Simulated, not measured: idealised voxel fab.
Module name: voxel fin reveal (process module)
Xsec cut, 180 nm wide, square cell size 5 nm.
Throughout this document, each cross-section is represented as a grid of square cells and is presented as a sequence of bands enumerated from the top downward, where a band comprises one or more rows of cells. Basically the band line says how high the top is and how high the bottom is, in nm, and then what's in it from left to right, every material with its width in nm. Empty space shows up as "air", and if a single material carries "all across" it runs the full band edge to edge. Height reference: 0 = level under which incoming wafer is all one material. Lowest band: no bottom, runs on downward, e.g. "z 0 and below". Note: "30..40" means the width goes from the first number (top row of the band) to the second number (bottom row) in equal steps per row of cells. "same as before" -> step changed no cross-section cell. "Enclosed void list": sealed empty spaces, 8 cells or more, no open way to top, listed width x height at distance, with distance from the left edge and width, height and distance in nm. It should be noted that, on the line of a given step, the content following the step's settings is a remark produced by the simulator itself with respect to that step. Each step line may optionally specify "overlay nm", which for a step with a mask gives the rightward distance between the mask's planned place and where it lay, a negative value indicating the leftward direction. For the reader: what remains of this document is a series of pairs, each showing a cross-section before one process step and a cross-section after that step which reaches down only to the lowest band that changed, with the step between them and its settings set out under the pair. It should not be assumed that a pair continues from the pair above it; the pairs can come from different runs of this module on the same starting wafer, and such continuity exists only where the entry headed "Snapshot before" says so.
**Snapshot before**
- z 0 and below = Si all across
- Enclosed void list: none
**Sectional Result**
- z 10 to 0 = SiN all across
- Whatever lies below 0 is exactly as it was before.
- Enclosed void list: none
Relating the two cross-sections above, the step in between is CONFORMAL_DEP | material SiN | thk nm 10
Snapshot before: the state before this step is the cross-section shown after the step in the pair just above.
**Sectional Result**
- z 10 to 0 = air (65) / SiN (15) / air (20) / SiN (15) / air (65)
- Whatever lies below 0 is exactly as it was before.
- Enclosed void list: none
Relating the two cross-sections above, the step in between is MASKED_ETCH | tone cover | mask id FINS | width nm 15 | pitch nm 35 | etch materials SiN | depth nm 10 | overlay nm 0
Snapshot before: the state before this step is the cross-section shown after the step in the pair just above.
**Sectional Result**
- z 10 to 0 = air (65) / SiN (15) / air (20) / SiN (15) / air (65)
- z 0 to -40 = air (65) / Si (15) / air (20) / Si (15) / air (65)
- Whatever lies below -40 is exactly as it was before.
- Enclosed void list: none
Relating the two cross-sections above, the step in between is MASKED_ETCH | tone cover | mask id FINS | width nm 15 | pitch nm 35 | etch materials Si | depth nm 40 | overlay nm 0
Snapshot before: the state before this step is the cross-section shown after the step in the pair just above.
**Sectional Result**
- z 10 to 0 = air (65) / SiN (15) / air (20) / SiN (15) / air (65)
- z 0 to -40 = air (65) / SiO2 (5) / Si (5) / SiO2 (5) / air (20) / SiO2 (5) / Si (5) / SiO2 (5) / air (65)
- z -40 to -45 = SiO2 (70) / Si (5) / SiO2 (30) / Si (5) / SiO2 (70)
- Whatever lies below -45 is exactly as it was before.
- Enclosed void list: none
Relating the two cross-sections above, the step in between is OXIDIZE | depth nm 5
Snapshot before: the state before this step is the cross-section shown after the step in the pair just above.
**Sectional Result**
- z 25 to 10 = SiO2 all across
- z 10 to 0 = SiO2 (65) / SiN (15) / SiO2 (20) / SiN (15) / SiO2 (65)
- z 0 to -45 = SiO2 (70) / Si (5) / SiO2 (30) / Si (5) / SiO2 (70)
- Whatever lies below -45 is exactly as it was before.
- Enclosed void list: none
Relating the two cross-sections above, the step in between is FILL_DEP | material SiO2 | thk nm 15
Snapshot before: the state before this step is the cross-section shown after the step in the pair just above.
**Sectional Result**
- z 10 to 0 = SiO2 (65) / SiN (15) / SiO2 (20) / SiN (15) / SiO2 (65)
- Whatever lies below 0 is exactly as it was before.
- Enclosed void list: none
Relating the two cross-sections above, the step in between is CMP | height nm 10
Snapshot before: the state before this step is the cross-section shown after the step in the pair just above.
**Sectional Result**
- z 10 to 0 = air (65) / SiN (15) / air (20) / SiN (15) / air (65)
- z 0 to -25 = air (70) / Si (5) / air (30) / Si (5) / air (70)
- Whatever lies below -25 is exactly as it was before.
- Enclosed void list: none
Relating the two cross-sections above, the step in between is SELECTIVE_ETCH | etch materials SiO2 | depth nm 35
Snapshot before: the state before this step is the cross-section shown after the step in the pair just above.
**Sectional Result**
- z 0 to -25 = air (70) / Si (5) / air (30) / Si (5) / air (70)
- Whatever lies below -25 is exactly as it was before.
- Enclosed void list: none
Relating the two cross-sections above, the step in between is STRIP | etch materials SiN
**Snapshot before**
- z 25 to 10 = SiO2 all across
- z 10 to 0 = SiO2 (65) / SiN (15) / SiO2 (20) / SiN (15) / SiO2 (65)
- z 0 to -45 = SiO2 (70) / Si (5) / SiO2 (30) / Si (5) / SiO2 (70)
- z -45 and below = Si all across
- Enclosed void list: none
**Sectional Result**
- z 10 to 0 = air (65) / SiN (15) / air (20) / SiN (15) / air (65)
- z 0 to -10 = air (70) / Si (5) / air (30) / Si (5) / air (70)
- Whatever lies below -10 is exactly as it was before.
- Enclosed void list: none
Relating the two cross-sections above, the step in between is SELECTIVE_ETCH | etch materials SiO2 | depth nm 35
Snapshot before: the state before this step is the cross-section shown after the step in the pair just above.
**Sectional Result**
- z 0 to -10 = air (70) / Si (5) / air (30) / Si (5) / air (70)
- Whatever lies below -10 is exactly as it was before.
- Enclosed void list: none
Relating the two cross-sections above, the step in between is STRIP | etch materials SiN
**Snapshot before**
- z 10 to 0 = air (65) / SiN (15) / air (20) / SiN (15) / air (65)
- z 0 to -25 = air (70) / Si (5) / air (30) / Si (5) / air (70)
- z -25 to -45 = SiO2 (70) / Si (5) / SiO2 (30) / Si (5) / SiO2 (70)
- z -45 and below = Si all across
- Enclosed void list: none
**Sectional Result**
- z 10 to 0 = air (65) / SiN (15) / air (20) / SiN (15) / air (65)
- z 0 to -45 = air (70) / Si (5) / air (30) / Si (5) / air (70)
- Whatever lies below -45 is exactly as it was before.
- Enclosed void list: none
Relating the two cross-sections above, the step in between is SELECTIVE_ETCH | etch materials SiO2 | depth nm 35
Snapshot before: the state before this step is the cross-section shown after the step in the pair just above.
**Sectional Result**
- z 0 to -45 = air (70) / Si (5) / air (30) / Si (5) / air (70)
- Whatever lies below -45 is exactly as it was before.
- Enclosed void list: none
Relating the two cross-sections above, the step in between is STRIP | etch materials SiN
**Snapshot before**
- z 10 to 0 = SiO2 (65) / SiN (15) / SiO2 (20) / SiN (15) / SiO2 (65)
- z 0 to -45 = SiO2 (70) / Si (5) / SiO2 (30) / Si (5) / SiO2 (70)
- z -45 and below = Si all across
- Enclosed void list: none
**Sectional Result**
- z 10 to 0 = SiO2 (65) / air (15) / SiO2 (20) / air (15) / SiO2 (65)
- Whatever lies below 0 is exactly as it was before.
- Enclosed void list: none
Relating the two cross-sections above, the step in between is STRIP | etch materials SiN
Snapshot before: the state before this step is the cross-section shown after the step in the pair just above.
**Sectional Result**
- z 0 to -25 = air (70) / Si (5) / air (30) / Si (5) / air (70)
- z -25 to -35 = SiO2 (30) / air (40) / Si (5) / air (30) / Si (5) / air (40) / SiO2 (30)
- Whatever lies below -35 is exactly as it was before.
- Enclosed void list: none
Relating the two cross-sections above, the step in between is SELECTIVE_ETCH | etch materials SiO2 | depth nm 35
**Snapshot before**
- z 10 to 0 = air (65) / SiN (15) / air (20) / SiN (15) / air (65)
- z 0 and below = Si all across
- Enclosed void list: none
**Sectional Result**
- z 10 to 0 = air (65) / SiN (15) / air (20) / SiN (15) / air (65)
- z 0 to -45 = air (65) / Si (15) / air (20) / Si (15) / air (65)
- Whatever lies below -45 is exactly as it was before.
- Enclosed void list: none
Relating the two cross-sections above, the step in between is MASKED_ETCH | tone cover | mask id FINS | width nm 15 | pitch nm 35 | etch materials Si | depth nm 45 | overlay nm 0
Snapshot before: the state before this step is the cross-section shown after the step in the pair just above.
**Sectional Result**
- z 10 to 0 = air (65) / SiN (15) / air (20) / SiN (15) / air (65)
- z 0 to -45 = air (65) / SiO2 (5) / Si (5) / SiO2 (5) / air (20) / SiO2 (5) / Si (5) / SiO2 (5) / air (65)
- z -45 to -50 = SiO2 (70) / Si (5) / SiO2 (30) / Si (5) / SiO2 (70)
- Whatever lies below -50 is exactly as it was before.
- Enclosed void list: none
Relating the two cross-sections above, the step in between is OXIDIZE | depth nm 5
Snapshot before: the state before this step is the cross-section shown after the step in the pair just above.
**Sectional Result**
- z 25 to 10 = SiO2 all across
- z 10 to 0 = SiO2 (65) / SiN (15) / SiO2 (20) / SiN (15) / SiO2 (65)
- z 0 to -50 = SiO2 (70) / Si (5) / SiO2 (30) / Si (5) / SiO2 (70)
- Whatever lies below -50 is exactly as it was before.
- Enclosed void list: none
Relating the two cross-sections above, the step in between is FILL_DEP | material SiO2 | thk nm 15
Snapshot before: the state before this step is the cross-section shown after the step in the pair just above.
**Sectional Result**
- z 10 to 0 = SiO2 (65) / SiN (15) / SiO2 (20) / SiN (15) / SiO2 (65)
- Whatever lies below 0 is exactly as it was before.
- Enclosed void list: none
Relating the two cross-sections above, the step in between is CMP | height nm 10
Snapshot before: the state before this step is the cross-section shown after the step in the pair just above.
**Sectional Result**
- z 10 to 0 = air (65) / SiN (15) / air (20) / SiN (15) / air (65)
- z 0 to -25 = air (70) / Si (5) / air (30) / Si (5) / air (70)
- Whatever lies below -25 is exactly as it was before.
- Enclosed void list: none
Relating the two cross-sections above, the step in between is SELECTIVE_ETCH | etch materials SiO2 | depth nm 35
Snapshot before: the state before this step is the cross-section shown after the step in the pair just above.
**Sectional Result**
- z 0 to -25 = air (70) / Si (5) / air (30) / Si (5) / air (70)
- Whatever lies below -25 is exactly as it was before.
- Enclosed void list: none
Relating the two cross-sections above, the step in between is STRIP | etch materials SiN
**Snapshot before**
- z 10 to 0 = SiN all across
- z 0 and below = Si all across
- Enclosed void list: none
**Sectional Result**
- z 10 to 0 = air (65) / SiN (20) / air (15) / SiN (20) / air (60)
- Whatever lies below 0 is exactly as it was before.
- Enclosed void list: none
Relating the two cross-sections above, the step in between is MASKED_ETCH | tone cover | mask id FINS | width nm 20 | pitch nm 35 | etch materials SiN | depth nm 10 | overlay nm 0
Snapshot before: the state before this step is the cross-section shown after the step in the pair just above.
**Sectional Result**
- z 10 to 0 = air (65) / SiN (20) / air (15) / SiN (20) / air (60)
- z 0 to -40 = air (65) / Si (20) / air (15) / Si (20) / air (60)
- Whatever lies below -40 is exactly as it was before.
- Enclosed void list: none
Relating the two cross-sections above, the step in between is MASKED_ETCH | tone cover | mask id FINS | width nm 15 | pitch nm 35 | etch materials Si | depth nm 40 | overlay nm 0
Snapshot before: the state before this step is the cross-section shown after the step in the pair just above.
**Sectional Result**
- z 10 to 0 = air (65) / SiN (20) / air (15) / SiN (20) / air (60)
- z 0 to -40 = air (65) / SiO2 (5) / Si (10) / SiO2 (5) / air (15) / SiO2 (5) / Si (10) / SiO2 (5) / air (60)
- z -40 to -45 = SiO2 (70) / Si (10) / SiO2 (25) / Si (10) / SiO2 (65)
- Whatever lies below -45 is exactly as it was before.
- Enclosed void list: none
Relating the two cross-sections above, the step in between is OXIDIZE | depth nm 5
Snapshot before: the state before this step is the cross-section shown after the step in the pair just above.
**Sectional Result**
- z 25 to 10 = SiO2 all across
- z 10 to 0 = SiO2 (65) / SiN (20) / SiO2 (15) / SiN (20) / SiO2 (60)
- z 0 to -45 = SiO2 (70) / Si (10) / SiO2 (25) / Si (10) / SiO2 (65)
- Whatever lies below -45 is exactly as it was before.
- Enclosed void list: none
Relating the two cross-sections above, the step in between is FILL_DEP | material SiO2 | thk nm 15
Snapshot before: the state before this step is the cross-section shown after the step in the pair just above.
**Sectional Result**
- z 10 to 0 = SiO2 (65) / SiN (20) / SiO2 (15) / SiN (20) / SiO2 (60)
- Whatever lies below 0 is exactly as it was before.
- Enclosed void list: none
Relating the two cross-sections above, the step in between is CMP | height nm 10
Snapshot before: the state before this step is the cross-section shown after the step in the pair just above.
**Sectional Result**
- z 10 to 0 = air (65) / SiN (20) / air (15) / SiN (20) / air (60)
- z 0 to -25 = air (70) / Si (10) / air (25) / Si (10) / air (65)
- Whatever lies below -25 is exactly as it was before.
- Enclosed void list: none
Relating the two cross-sections above, the step in between is SELECTIVE_ETCH | etch materials SiO2 | depth nm 35
Snapshot before: the state before this step is the cross-section shown after the step in the pair just above.
**Sectional Result**
- z 0 to -25 = air (70) / Si (10) / air (25) / Si (10) / air (65)
- Whatever lies below -25 is exactly as it was before.
- Enclosed void list: none
Relating the two cross-sections above, the step in between is STRIP | etch materials SiN
**Snapshot before**
- z 10 to 0 = SiN all across
- z 0 and below = Si all across
- Enclosed void list: none
**Sectional Result**
- z 10 to 0 = air (75) / SiN (15) / air (20) / SiN (15) / air (55)
- Whatever lies below 0 is exactly as it was before.
- Enclosed void list: none
Relating the two cross-sections above, the step in between is MASKED_ETCH | tone cover | mask id FINS | width nm 15 | pitch nm 35 | etch materials SiN | depth nm 10 | overlay nm 10
Snapshot before: the state before this step is the cross-section shown after the step in the pair just above.
**Sectional Result**
- z 10 to 0 = air (75) / SiN (15) / air (20) / SiN (15) / air (55)
- z 0 to -40 = air (65) / Si (25) / air (10) / Si (25) / air (55)
- Whatever lies below -40 is exactly as it was before.
- Enclosed void list: none
Relating the two cross-sections above, the step in between is MASKED_ETCH | tone cover | mask id FINS | width nm 15 | pitch nm 35 | etch materials Si | depth nm 40 | overlay nm 0
Snapshot before: the state before this step is the cross-section shown after the step in the pair just above.
**Sectional Result**
- z 10 to 0 = air (75) / SiN (15) / air (20) / SiN (15) / air (55)
- z 0 to -5 = air (65) / SiO2 (15) / Si (5) / SiO2 (5) / air (10) / SiO2 (15) / Si (5) / SiO2 (5) / air (55)
- z -5 to -40 = air (65) / SiO2 (5) / Si (15) / SiO2 (5) / air (10) / SiO2 (5) / Si (15) / SiO2 (5) / air (55)
- z -40 to -45 = SiO2 (70) / Si (15) / SiO2 (20) / Si (15) / SiO2 (60)
- Whatever lies below -45 is exactly as it was before.
- Enclosed void list: none
Relating the two cross-sections above, the step in between is OXIDIZE | depth nm 5
Snapshot before: the state before this step is the cross-section shown after the step in the pair just above.
**Sectional Result**
- z 25 to 10 = SiO2 all across
- z 10 to 0 = SiO2 (75) / SiN (15) / SiO2 (20) / SiN (15) / SiO2 (55)
- z 0 to -5 = SiO2 (80) / Si (5) / SiO2 (30) / Si (5) / SiO2 (60)
- z -5 to -45 = SiO2 (70) / Si (15) / SiO2 (20) / Si (15) / SiO2 (60)
- Whatever lies below -45 is exactly as it was before.
- Enclosed void list: none
Relating the two cross-sections above, the step in between is FILL_DEP | material SiO2 | thk nm 15
Snapshot before: the state before this step is the cross-section shown after the step in the pair just above.
**Sectional Result**
- z 10 to 0 = SiO2 (75) / SiN (15) / SiO2 (20) / SiN (15) / SiO2 (55)
- Whatever lies below 0 is exactly as it was before.
- Enclosed void list: none
Relating the two cross-sections above, the step in between is CMP | height nm 10
Snapshot before: the state before this step is the cross-section shown after the step in the pair just above.
**Sectional Result**
- z 10 to 0 = air (75) / SiN (15) / air (20) / SiN (15) / air (55)
- z 0 to -5 = air (80) / Si (5) / air (30) / Si (5) / air (60)
- z -5 to -25 = air (70) / Si (15) / air (20) / Si (15) / air (60)
- Whatever lies below -25 is exactly as it was before.
- Enclosed void list: none
Relating the two cross-sections above, the step in between is SELECTIVE_ETCH | etch materials SiO2 | depth nm 35
Snapshot before: the state before this step is the cross-section shown after the step in the pair just above.
**Sectional Result**
- z 0 to -5 = air (80) / Si (5) / air (30) / Si (5) / air (60)
- Whatever lies below -5 is exactly as it was before.
- Enclosed void list: none
Relating the two cross-sections above, the step in between is STRIP | etch materials SiN
**Snapshot before**
- z 10 to 0 = air (65) / SiN (15) / air (20) / SiN (15) / air (65)
- z 0 to -25 = air (70) / Si (5) / air (30) / Si (5) / air (70)
- z -25 to -45 = SiO2 (70) / Si (5) / SiO2 (30) / Si (5) / SiO2 (70)
- z -45 and below = Si all across
- Enclosed void list: none
**Sectional Result**
- z 10 to 0 = air (65) / SiN (15) / air (20) / SiN (15) / air (65)
- z 0 to -45 = air (70) / Si (5) / air (30) / Si (5) / air (70)
- Whatever lies below -45 is exactly as it was before.
- Enclosed void list: none
Relating the two cross-sections above, the step in between is STRIP | etch materials SiO2
**Snapshot before**
- z 10 to 0 = SiN all across
- z 0 and below = Si all across
- Enclosed void list: none
**Sectional Result**
- z 10 to 0 = SiN (65) / air (15) / SiN (20) / air (15) / SiN (65)
- Whatever lies below 0 is exactly as it was before.
- Enclosed void list: none
Relating the two cross-sections above, the step in between is MASKED_ETCH | tone open | mask id FINS | width nm 15 | pitch nm 35 | etch materials SiN | depth nm 10 | overlay nm 0
Snapshot before: the state before this step is the cross-section shown after the step in the pair just above.
**Sectional Result**
- z 10 to 0 = SiN (65) / air (15) / SiN (20) / air (15) / SiN (65)
- z 0 to -5 = Si (60) / SiO2 (25) / Si (10) / SiO2 (25) / Si (60)
- Whatever lies below -5 is exactly as it was before.
- Enclosed void list: none
Relating the two cross-sections above, the step in between is OXIDIZE | depth nm 5
Snapshot before: the state before this step is the cross-section shown after the step in the pair just above.
**Sectional Result**
- z 25 to 10 = SiO2 all across
- z 10 to 0 = SiN (65) / SiO2 (15) / SiN (20) / SiO2 (15) / SiN (65)
- Whatever lies below 0 is exactly as it was before.
- Enclosed void list: none
Relating the two cross-sections above, the step in between is FILL_DEP | material SiO2 | thk nm 15
Snapshot before: the state before this step is the cross-section shown after the step in the pair just above.
**Sectional Result**
- z 10 to 0 = SiN (65) / SiO2 (15) / SiN (20) / SiO2 (15) / SiN (65)
- Whatever lies below 0 is exactly as it was before.
- Enclosed void list: none
Relating the two cross-sections above, the step in between is CMP | height nm 10
Snapshot before: the state before this step is the cross-section shown after the step in the pair just above.
**Sectional Result**
- z 10 to 0 = SiN (65) / air (15) / SiN (20) / air (15) / SiN (65)
- z 0 to -5 = Si (60) / air (25) / Si (10) / air (25) / Si (60)
- Whatever lies below -5 is exactly as it was before.
- Enclosed void list: none
Relating the two cross-sections above, the step in between is SELECTIVE_ETCH | etch materials SiO2 | depth nm 35
Snapshot before: the state before this step is the cross-section shown after the step in the pair just above.
**Sectional Result**
- z 0 to -5 = Si (60) / air (25) / Si (10) / air (25) / Si (60)
- Whatever lies below -5 is exactly as it was before.
- Enclosed void list: none
Relating the two cross-sections above, the step in between is STRIP | etch materials SiN
